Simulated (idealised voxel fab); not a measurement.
You're looking at the process module voxel fin reveal.
Cross-section cut: width 265 nm, square cells of 5 nm.
Bands, listed from the top down, are how a cross-section gets written in this document; the cross-section itself is a grid of square cells, and a band is one or more rows of them.
This entry defines a band. It first specifies the height of the band's top and the height of its bottom in nm, and then specifies the band's materials from left to right, stating each material with its width in nm. The word "throughout" identifies a single material that fills the band from edge to edge, while the word "blank" identifies empty space.
Zero point of the height axis is 0; under it, received wafer = one material. Lowest band: continues down indefinitely, "z 0 and below".
Per-row width for "30->40": begins at first number (top row of band), ends at second number (bottom row), increment between rows held constant.
Any step labelled "nothing altered" changed none of the cells in the cross-section.
"Tabulated closed voids" specifies each empty space that is not open to the top and that occupies no fewer than 8 cells, using the form width x height at distance, the distance measured from the left edge and all three quantities in nm.
Formally, on a step line, whatever follows the settings is a remark that the simulator itself makes on the step.
overlay nm: mask right of planned place by this much (step with mask). Neg. = left.
Process steps foreseen in the plan:
1,RECEIVE,material Si
2,CONFORMAL_DEP,material SiN,thk nm 5
3,PATTERN,tone cover,mask id FINS,material resist,width nm 15,pitch nm 45,thk nm 15,overlay nm 0
4,DIRECTIONAL_ETCH,etch materials SiN,depth nm 5
5,DIRECTIONAL_ETCH,etch materials Si,depth nm 30
6,STRIP,etch materials resist
7,OXIDIZE,depth nm 5
8,FILL_DEP,material SiO2,thk nm 15
9,CMP,height nm 5
10,SELECTIVE_ETCH,etch materials SiO2,depth nm 15
11,STRIP,etch materials SiN
12,CONFORMAL_DEP,material SiO2,thk nm 5
First of the two wafers, run per plan:
Cross-sectional view of the wafer in its as-received condition, corresponding to the state after step 1:
> z 0 and below = Si throughout
> Tabulated closed voids: none
You're looking at a cross-section of the wafer after step 2:
> z 5 to 0 = SiN throughout
> Below 0, no change.
You're looking at a cross-section of the wafer after step 3:
> z 20 to 5 = 55 blank, then 15 resist, then 30 blank, then 15 resist, then 30 blank, then 15 resist, then 30 blank, then 15 resist, then 60 blank
> Below 5, no change.
You're looking at a cross-section of the wafer after step 4:
> z 20 to 5 = 55 blank, then 15 resist, then 30 blank, then 15 resist, then 30 blank, then 15 resist, then 30 blank, then 15 resist, then 60 blank
> z 5 to 0 = 55 blank, then 15 SiN, then 30 blank, then 15 SiN, then 30 blank, then 15 SiN, then 30 blank, then 15 SiN, then 60 blank
> Below 0, no change.
You're looking at a cross-section of the wafer after step 5:
> z 20 to 5 = 55 blank, then 15 resist, then 30 blank, then 15 resist, then 30 blank, then 15 resist, then 30 blank, then 15 resist, then 60 blank
> z 5 to 0 = 55 blank, then 15 SiN, then 30 blank, then 15 SiN, then 30 blank, then 15 SiN, then 30 blank, then 15 SiN, then 60 blank
> z 0 to -30 = 55 blank, then 15 Si, then 30 blank, then 15 Si, then 30 blank, then 15 Si, then 30 blank, then 15 Si, then 60 blank
> Below -30, no change.
You're looking at a cross-section of the wafer after step 6:
> z 5 to 0 = 55 blank, then 15 SiN, then 30 blank, then 15 SiN, then 30 blank, then 15 SiN, then 30 blank, then 15 SiN, then 60 blank
> Below 0, no change.
You're looking at a cross-section of the wafer after step 7:
> z 5 to 0 = 55 blank, then 15 SiN, then 30 blank, then 15 SiN, then 30 blank, then 15 SiN, then 30 blank, then 15 SiN, then 60 blank
> z 0 to -30 = 55 blank, then 5 SiO2, then 5 Si, then 5 SiO2, then 30 blank, then 5 SiO2, then 5 Si, then 5 SiO2, then 30 blank, then 5 SiO2, then 5 Si, then 5 SiO2, then 30 blank, then 5 SiO2, then 5 Si, then 5 SiO2, then 60 blank
> z -30 to -35 = 60 SiO2, then 5 Si, then 40 SiO2, then 5 Si, then 40 SiO2, then 5 Si, then 40 SiO2, then 5 Si, then 65 SiO2
> Below -35, no change.
You're looking at a cross-section of the wafer after step 8:
> z 20 to 5 = SiO2 throughout
> z 5 to 0 = 55 SiO2, then 15 SiN, then 30 SiO2, then 15 SiN, then 30 SiO2, then 15 SiN, then 30 SiO2, then 15 SiN, then 60 SiO2
> z 0 to -35 = 60 SiO2, then 5 Si, then 40 SiO2, then 5 Si, then 40 SiO2, then 5 Si, then 40 SiO2, then 5 Si, then 65 SiO2
> Below -35, no change.
You're looking at a cross-section of the wafer after step 9:
> z 5 to 0 = 55 SiO2, then 15 SiN, then 30 SiO2, then 15 SiN, then 30 SiO2, then 15 SiN, then 30 SiO2, then 15 SiN, then 60 SiO2
> Below 0, no change.
You're looking at a cross-section of the wafer after step 10:
> z 5 to 0 = 55 blank, then 15 SiN, then 30 blank, then 15 SiN, then 30 blank, then 15 SiN, then 30 blank, then 15 SiN, then 60 blank
> z 0 to -10 = 60 blank, then 5 Si, then 40 blank, then 5 Si, then 40 blank, then 5 Si, then 40 blank, then 5 Si, then 65 blank
> Below -10, no change.
You're looking at a cross-section of the wafer after step 11:
> z 0 to -10 = 60 blank, then 5 Si, then 40 blank, then 5 Si, then 40 blank, then 5 Si, then 40 blank, then 5 Si, then 65 blank
> Below -10, no change.
You're looking at a cross-section of the wafer after step 12:
> z 5 to 0 = 55 blank, then 15 SiO2, then 30 blank, then 15 SiO2, then 30 blank, then 15 SiO2, then 30 blank, then 15 SiO2, then 60 blank
> z 0 to -5 = 55 blank, then 5 SiO2, then 5 Si, then 5 SiO2, then 30 blank, then 5 SiO2, then 5 Si, then 5 SiO2, then 30 blank, then 5 SiO2, then 5 Si, then 5 SiO2, then 30 blank, then 5 SiO2, then 5 Si, then 5 SiO2, then 60 blank
> z -5 to -35 = 60 SiO2, then 5 Si, then 40 SiO2, then 5 Si, then 40 SiO2, then 5 Si, then 40 SiO2, then 5 Si, then 65 SiO2
> Below -35, no change.
Now the other wafer: same start, same recipe, but we messed up one thing when running it. Up to and including step 2 it's the same as the first one:
Second wafer profile in section, at the moment step 3 of the plan was meant to be complete:
> z 20 to 5 = 55 resist, then 15 blank, then 30 resist, then 15 blank, then 30 resist, then 15 blank, then 30 resist, then 15 blank, then 60 resist
> Below 5, no change.
Second wafer profile in section, at the moment step 4 of the plan was meant to be complete:
> z 20 to 5 = 55 resist, then 15 blank, then 30 resist, then 15 blank, then 30 resist, then 15 blank, then 30 resist, then 15 blank, then 60 resist
> z 5 to 0 = 55 SiN, then 15 blank, then 30 SiN, then 15 blank, then 30 SiN, then 15 blank, then 30 SiN, then 15 blank, then 60 SiN
> Below 0, no change.
Second wafer profile in section, at the moment step 5 of the plan was meant to be complete:
> z 20 to 5 = 55 resist, then 15 blank, then 30 resist, then 15 blank, then 30 resist, then 15 blank, then 30 resist, then 15 blank, then 60 resist
> z 5 to 0 = 55 SiN, then 15 blank, then 30 SiN, then 15 blank, then 30 SiN, then 15 blank, then 30 SiN, then 15 blank, then 60 SiN
> z 0 to -30 = 55 Si, then 15 blank, then 30 Si, then 15 blank, then 30 Si, then 15 blank, then 30 Si, then 15 blank, then 60 Si
> Below -30, no change.
Second wafer profile in section, at the moment step 6 of the plan was meant to be complete:
> z 5 to 0 = 55 SiN, then 15 blank, then 30 SiN, then 15 blank, then 30 SiN, then 15 blank, then 30 SiN, then 15 blank, then 60 SiN
> Below 0, no change.
Second wafer profile in section, at the moment step 7 of the plan was meant to be complete:
> z 5 to 0 = 55 SiN, then 15 blank, then 30 SiN, then 15 blank, then 30 SiN, then 15 blank, then 30 SiN, then 15 blank, then 60 SiN
> z 0 to -30 = 50 Si, then 5 SiO2, then 15 blank, then 5 SiO2, then 20 Si, then 5 SiO2, then 15 blank, then 5 SiO2, then 20 Si, then 5 SiO2, then 15 blank, then 5 SiO2, then 20 Si, then 5 SiO2, then 15 blank, then 5 SiO2, then 55 Si
> z -30 to -35 = 50 Si, then 25 SiO2, then 20 Si, then 25 SiO2, then 20 Si, then 25 SiO2, then 20 Si, then 25 SiO2, then 55 Si
> Below -35, no change.
Second wafer profile in section, at the moment step 8 of the plan was meant to be complete:
> z 20 to 5 = SiO2 throughout
> z 5 to 0 = 55 SiN, then 15 SiO2, then 30 SiN, then 15 SiO2, then 30 SiN, then 15 SiO2, then 30 SiN, then 15 SiO2, then 60 SiN
> z 0 to -35 = 50 Si, then 25 SiO2, then 20 Si, then 25 SiO2, then 20 Si, then 25 SiO2, then 20 Si, then 25 SiO2, then 55 Si
> Below -35, no change.
Second wafer profile in section, at the moment step 9 of the plan was meant to be complete:
> z 5 to 0 = 55 SiN, then 15 SiO2, then 30 SiN, then 15 SiO2, then 30 SiN, then 15 SiO2, then 30 SiN, then 15 SiO2, then 60 SiN
> Below 0, no change.
Second wafer profile in section, at the moment step 10 of the plan was meant to be complete:
> z 5 to 0 = 55 SiN, then 15 blank, then 30 SiN, then 15 blank, then 30 SiN, then 15 blank, then 30 SiN, then 15 blank, then 60 SiN
> z 0 to -10 = 50 Si, then 25 blank, then 20 Si, then 25 blank, then 20 Si, then 25 blank, then 20 Si, then 25 blank, then 55 Si
> Below -10, no change.
Second wafer profile in section, at the moment step 11 of the plan was meant to be complete:
> z 0 to -10 = 50 Si, then 25 blank, then 20 Si, then 25 blank, then 20 Si, then 25 blank, then 20 Si, then 25 blank, then 55 Si
> Below -10, no change.
Second wafer profile in section, at the moment step 12 of the plan was meant to be complete:
> z 5 to 0 = 55 SiO2, then 15 blank, then 30 SiO2, then 15 blank, then 30 SiO2, then 15 blank, then 30 SiO2, then 15 blank, then 60 SiO2
> z 0 to -5 = 50 Si, then 5 SiO2, then 15 blank, then 5 SiO2, then 20 Si, then 5 SiO2, then 15 blank, then 5 SiO2, then 20 Si, then 5 SiO2, then 15 blank, then 5 SiO2, then 20 Si, then 5 SiO2, then 15 blank, then 5 SiO2, then 55 Si
> z -5 to -35 = 50 Si, then 25 SiO2, then 20 Si, then 25 SiO2, then 20 Si, then 25 SiO2, then 20 Si, then 25 SiO2, then 55 Si
> Below -35, no change.
Finding, execution versus plan: step 3 ran as: PATTERN,tone open,mask id FINS,material resist,width nm 15,pitch nm 45,thk nm 15,overlay nm 0
Final difference in cells, second wafer against first, listed per material as more or fewer: Si +203; SiO2 -145
